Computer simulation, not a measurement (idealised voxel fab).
The process module that follows is named voxel capacitor over wiring.
Pictured: cross-section cut, 225 nm wide, on a grid of 5 nm square cells.
When this document writes out a cross-section, it uses a grid of square cells and lists it as bands, beginning at the top and moving down, with a band standing for one or more rows of cells.
Band: top height; bottom height; in nm. Then, left to right: material with width in nm, for each material. "edge to edge": a single material spanning edge to edge. "blank": empty space.
Measure heights from 0. That's the level where, below it, the as-received wafer is all one material. The lowest band is bottomless and extends downward; write it as in "z 0 and below".
So if you see something like "30..40" for the width, read it as the top row of the band sitting at the first number and the bottom row at the second, with every row in between moving by the same amount as the last.
The cross-section has no changed cell in any step marked "nothing altered".
You'll see "Fully closed voids" listing empty spaces that have no way open to the top, as long as they're 8 cells or more; the notation is width x height at distance, where the distance is from the left edge, and all of it is in nm.
On each step's line, the part that comes after the settings is the simulator's own comment on the step.
"overlay nm", when on a step's line for a step with a mask, measures how far to the right of its planned place the mask lay; a negative measure means to the left.

PROCESS STEPS (PLANNED)
| 1 | op RECEIVE | material Si |
| 2 | op CONFORMAL_DEP | material SiO2 | thk nm 10 |
| 3 | op CONFORMAL_DEP | material SiN | thk nm 5 |
| 4 | op DIRECTIONAL_DEP | material lowk | thk nm 25 |
| 5 | op DIRECTIONAL_DEP | material aC | thk nm 15 |
| 6 | op PATTERN | tone open | mask id METAL_1 | material resist | width nm 25 | pitch nm 80 | thk nm 30 | overlay nm 0 |
| 7 | op DIRECTIONAL_ETCH | etch materials aC | depth nm 15 |
| 8 | op STRIP | etch materials resist |
| 9 | op DIRECTIONAL_ETCH | etch materials lowk | depth nm 25 |
| 10 | op DIRECTIONAL_ETCH | etch materials SiN | depth nm 5 |
| 11 | op STRIP | etch materials aC |
| 12 | op CONFORMAL_DEP | material TiN | thk nm 5 |
| 13 | op FILL_DEP | material Ru | thk nm 5 |
| 14 | op CMP | height nm 40 |
| 15 | op EPI | material Ru | thk nm 5 |
| 16 | op FILL_DEP | material SiCN | thk nm 5 |
| 17 | op DIRECTIONAL_DEP | material lowk | thk nm 20 |
| 18 | op DIRECTIONAL_DEP | material aC | thk nm 10 |
| 19 | op PATTERN | tone open | mask id PLUG_1 | material resist | width nm 15 | thk nm 25 | overlay nm 0 |
| 20 | op DIRECTIONAL_ETCH | etch materials aC | depth nm 10 |
| 21 | op STRIP | etch materials resist |
| 22 | op DIRECTIONAL_ETCH | etch materials lowk | depth nm 20 |
| 23 | op DIRECTIONAL_ETCH | etch materials SiCN | depth nm 5 |
| 24 | op STRIP | etch materials aC |
| 25 | op EPI | material Ru | thk nm 10 |
| 26 | op EPI | material Ru | thk nm 10 |
| 27 | op EPI | material Ru | thk nm 5 |
| 28 | op DIRECTIONAL_DEP | material TiN | thk nm 10 |
| 29 | op DIRECTIONAL_DEP | material HfO2 | thk nm 5 |
| 30 | op DIRECTIONAL_DEP | material TiN | thk nm 10 |
| 31 | op MASKED_ETCH | tone cover | mask id UPPER_PLATE | width nm 60 | etch materials TiN | depth nm 10 | overlay nm 0 |
| 32 | op MASKED_ETCH | tone cover | mask id UPPER_PLATE | width nm 60 | etch materials HfO2 | depth nm 5 | overlay nm 0 |
| 33 | op MASKED_ETCH | tone cover | mask id LOWER_PLATE | width nm 70 | etch materials TiN | depth nm 10 | overlay nm 0 |
| 34 | op FILL_DEP | material SiO2 | thk nm 15 |
| 35 | op CMP | height nm 105 |
| 36 | op MASKED_ETCH | tone open | mask id PLUG_2 | width nm 15 | etch materials SiO2 | depth nm 10 | overlay nm 0 |
| 37 | op CONFORMAL_DEP | material TiN | thk nm 5 |
| 38 | op FILL_DEP | material W | thk nm 10 |
| 39 | op CMP | height nm 105 |
| 40 | op CONFORMAL_DEP | material SiCN | thk nm 5 |

WAFER CROSS-SECTION ON RECEIPT, I.E. AFTER STEP 1
    z 0 and below: Si edge to edge
    Fully closed voids: none

CROSS-SECTIONAL VIEW OF THE FIRST OF THE TWO WAFERS UPON COMPLETION OF THE MODULE, PROCESSED IN ACCORDANCE WITH THE PLAN
    z 110 to 105: SiCN edge to edge
    z 105 to 100: SiO2=80 / TiN=5 / W=5 / TiN=5 / SiO2=130
    z 100 to 95: SiO2=80 / TiN=15 / SiO2=130
    z 95 to 85: SiO2=70 / TiN=60 / SiO2=95
    z 85 to 80: SiO2=70 / HfO2=60 / SiO2=95
    z 80 to 70: SiO2=65 / TiN=70 / SiO2=90
    z 70 to 50: lowk=70 / Ru=15 / lowk=140
    z 50 to 45: SiCN=70 / Ru=15 / SiCN=140
    z 45 to 40: SiCN=55 / Ru=35 / SiCN=45 / Ru=35 / SiCN=55
    z 40 to 15: lowk=60 / TiN=5 / Ru=15 / TiN=5 / lowk=55 / TiN=5 / Ru=15 / TiN=5 / lowk=60
    z 15 to 10: SiN=60 / TiN=25 / SiN=55 / TiN=25 / SiN=60
    z 10 to 0: SiO2 edge to edge
    z 0 and below: Si edge to edge
    Fully closed voids: none

SECOND WAFER OF THE TWO, SECTIONED AT THE END OF THE MODULE. IT BEGAN LIKE THE FIRST AND FOLLOWED THE SAME PLAN, BUT ONE MISTAKE WAS MADE WHILE RUNNING IT
    z 110 to 105: SiCN edge to edge
    z 105 to 100: SiO2=80 / TiN=5 / W=5 / TiN=5 / SiO2=130
    z 100 to 90: SiO2=80..70 / TiN=15..20 / SiO2=130..135
    z 90 to 85: SiO2=70 / TiN=60 / SiO2=95
    z 85 to 80: SiO2=70 / HfO2=20 / TiN=40 / SiO2=95
    z 80 to 75: SiO2=65 / TiN=25 / HfO2=40 / SiO2=95
    z 75 to 70: SiO2=65 / TiN=70 / SiO2=90
    z 70 to 65: SiO2=65 / Ru=25 / TiN=45 / SiO2=90
    z 65 to 50: lowk=70 / Ru=15 / lowk=140
    z 50 to 45: SiCN=70 / Ru=15 / SiCN=140
    z 45 to 40: SiCN=55 / Ru=35 / SiCN=45 / Ru=35 / SiCN=55
    z 40 to 15: lowk=60 / TiN=5 / Ru=15 / TiN=5 / lowk=55 / TiN=5 / Ru=15 / TiN=5 / lowk=60
    z 15 to 10: SiN=60 / TiN=25 / SiN=55 / TiN=25 / SiN=60
    z 10 to 0: SiO2 edge to edge
    z 0 and below: Si edge to edge
    Fully closed voids: none
The mistake made against the process plan was this: planned and actual differ for step 17; actual: op DIRECTIONAL_DEP | material lowk | thk nm 15
In the final state, the cell counts of the second wafer exceed or fall short of those of the first for the following materials: +2 Ru; +40 SiO2; -42 lowk
